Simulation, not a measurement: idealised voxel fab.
Documented hereafter: the process module known as voxel wiring stack.
Cross-section cut: width 190 nm, square cells of 5 nm.
In this document a cross-section is written as a grid of square cells. It is given as a series of bands, listed from the top down, and a band is one or more rows of cells.
Within each band entry, the heights of the top and of the bottom of the band appear first, in that order and in nm; the materials of the band then follow from left to right, each with its corresponding width in nm. The designation "throughout" on a single material indicates that it fills the band from edge to edge; the designation "empty" indicates empty space.
Below 0: as-received wafer, all one material; heights counted from there. Lowest band: no bottom, goes on down, written "top 0, no bottom".
The expression "30..40" gives the width at the extremes of the band, the first number at its top row of cells and the second at its bottom row, with the width changing by equal amounts from each row to the next in between.
"remains unaltered" after a step means that no cell of the cross-section changed.
This entry, "Entrapped void list", enumerates those empty regions of no fewer than 8 cells that possess no open connection to the top. Each region is reported in the form width x height at distance, the distance being taken from the left edge, with all three quantities expressed in nm.
Read whatever lies past the settings on a step's line as the simulator's own remark about the step.
The setting "overlay nm" may be written on the line of a step. When the step uses a mask, the value reports how far to the right of the planned place the mask lay, and a negative value reports that it lay to the left.
Plan
1. RECEIVE: material Si
2. CONFORMAL_DEP: material SiO2, thk nm 10
3. CONFORMAL_DEP: material SiCN, thk nm 5
4. DIRECTIONAL_DEP: material SiO2, thk nm 25
5. MASKED_ETCH: tone open, mask id METAL_1, width nm 30, pitch nm 55, etch materials SiO2, depth nm 25, overlay nm 0
6. MASKED_ETCH: tone open, mask id METAL_1, width nm 30, pitch nm 55, etch materials SiCN, depth nm 5, overlay nm 0
7. CONFORMAL_DEP: material TiN, thk nm 5
8. FILL_DEP: material Cu, thk nm 10
9. CMP: height nm 40
10. EPI: material Ru, thk nm 5
11. FILL_DEP: material SiCN, thk nm 5
12. DIRECTIONAL_DEP: material lowk, thk nm 10
13. MASKED_ETCH: tone open, mask id PLUG_1, width nm 15, pitch nm 55, etch materials lowk, depth nm 10, overlay nm 0
14. MASKED_ETCH: tone open, mask id PLUG_1, width nm 15, pitch nm 55, etch materials SiCN, depth nm 5, overlay nm 0
15. EPI: material Ru, thk nm 10
16. EPI: material Ru, thk nm 5
17. DIRECTIONAL_DEP: material TiN, thk nm 5
18. DIRECTIONAL_DEP: material W, thk nm 25
19. PATTERN: tone cover, mask id METAL_2, material resist, width nm 30, pitch nm 55, thk nm 20, overlay nm 0
20. DIRECTIONAL_ETCH: etch materials W, depth nm 25
21. DIRECTIONAL_ETCH: etch materials TiN, depth nm 5
22. STRIP: etch materials resist
23. CONFORMAL_DEP: material SiCN, thk nm 5
24. FILL_DEP: material lowk, thk nm 5
25. CMP: height nm 90
26. CONFORMAL_DEP: material SiCN, thk nm 5
27. DIRECTIONAL_DEP: material lowk, thk nm 15
28. DIRECTIONAL_DEP: material aC, thk nm 15
29. PATTERN: tone open, mask id PLUG_2, material resist, width nm 15, thk nm 30, overlay nm 0
30. DIRECTIONAL_ETCH: etch materials aC, depth nm 15
31. STRIP: etch materials resist
32. DIRECTIONAL_ETCH: etch materials lowk, depth nm 15
33. DIRECTIONAL_ETCH: etch materials SiCN, depth nm 5
34. STRIP: etch materials aC
35. EPI: material Ru, thk nm 10
36. EPI: material Ru, thk nm 10
37. DIRECTIONAL_DEP: material TiN, thk nm 5
38. DIRECTIONAL_DEP: material Ru, thk nm 15
39. DIRECTIONAL_DEP: material aC, thk nm 15
40. PATTERN: tone cover, mask id METAL_3, material resist, width nm 30, pitch nm 55, thk nm 30, overlay nm 0
41. DIRECTIONAL_ETCH: etch materials aC, depth nm 15
42. STRIP: etch materials resist
43. DIRECTIONAL_ETCH: etch materials Ru, depth nm 15
44. DIRECTIONAL_ETCH: etch materials TiN, depth nm 5
45. STRIP: etch materials aC
46. CONFORMAL_DEP: material SiN, thk nm 5
47. FILL_DEP: material SiO2, thk nm 10
48. CMP: height nm 130
49. CONFORMAL_DEP: material SiN, thk nm 5
Wafer at receipt (post step 1), cross-section
  top 0, no bottom  Si throughout
  Entrapped void list: none
The cross-section shown corresponds to the wafer at the conclusion of the module. The initial structure and the process plan are those presented above; however, one mistake occurred in executing the plan
  top 135, bottom 130  SiN throughout
  top 130, bottom 125  45 SiO2 / 20 SiN / 15 Ru / 5 SiN / 15 SiO2 / 5 SiN / 30 Ru / 5 SiN / 50 SiO2
  top 125, bottom 115  45 SiO2 / 5 SiN / 30 Ru / 5 SiN / 15 SiO2 / 5 SiN / 30 Ru / 5 SiN / 50 SiO2
  top 115, bottom 110  50 SiN / 15 Ru / 15 TiN / 25 SiN / 30 TiN / 55 SiN
  top 110, bottom 105  50 SiCN / 15 TiN / 125 SiCN
  top 105, bottom 90  lowk throughout
  top 90, bottom 65  45 lowk / 5 SiCN / 30 W / 5 SiCN / 15 lowk / 5 SiCN / 30 W / 5 SiCN / 50 lowk
  top 65, bottom 60  50 SiCN / 30 TiN / 25 SiCN / 30 TiN / 55 SiCN
  top 60, bottom 50  50 lowk / 15 Ru / 40 lowk / 15 Ru / 70 lowk
  top 50, bottom 40  50..45 SiCN / 15..40 Ru / 40..15 SiCN / 15..40 Ru / 70..50 SiCN
  top 40, bottom 15  50 SiO2 / 5 TiN / 20 Cu / 5 TiN / 25 SiO2 / 5 TiN / 20 Cu / 5 TiN / 55 SiO2
  top 15, bottom 10  50 SiCN / 30 TiN / 25 SiCN / 30 TiN / 55 SiCN
  top 10, bottom 0  SiO2 throughout
  top 0, no bottom  Si throughout
  Entrapped void list: none
Misprocessing identified: plan steps 26 and 27 run swapped
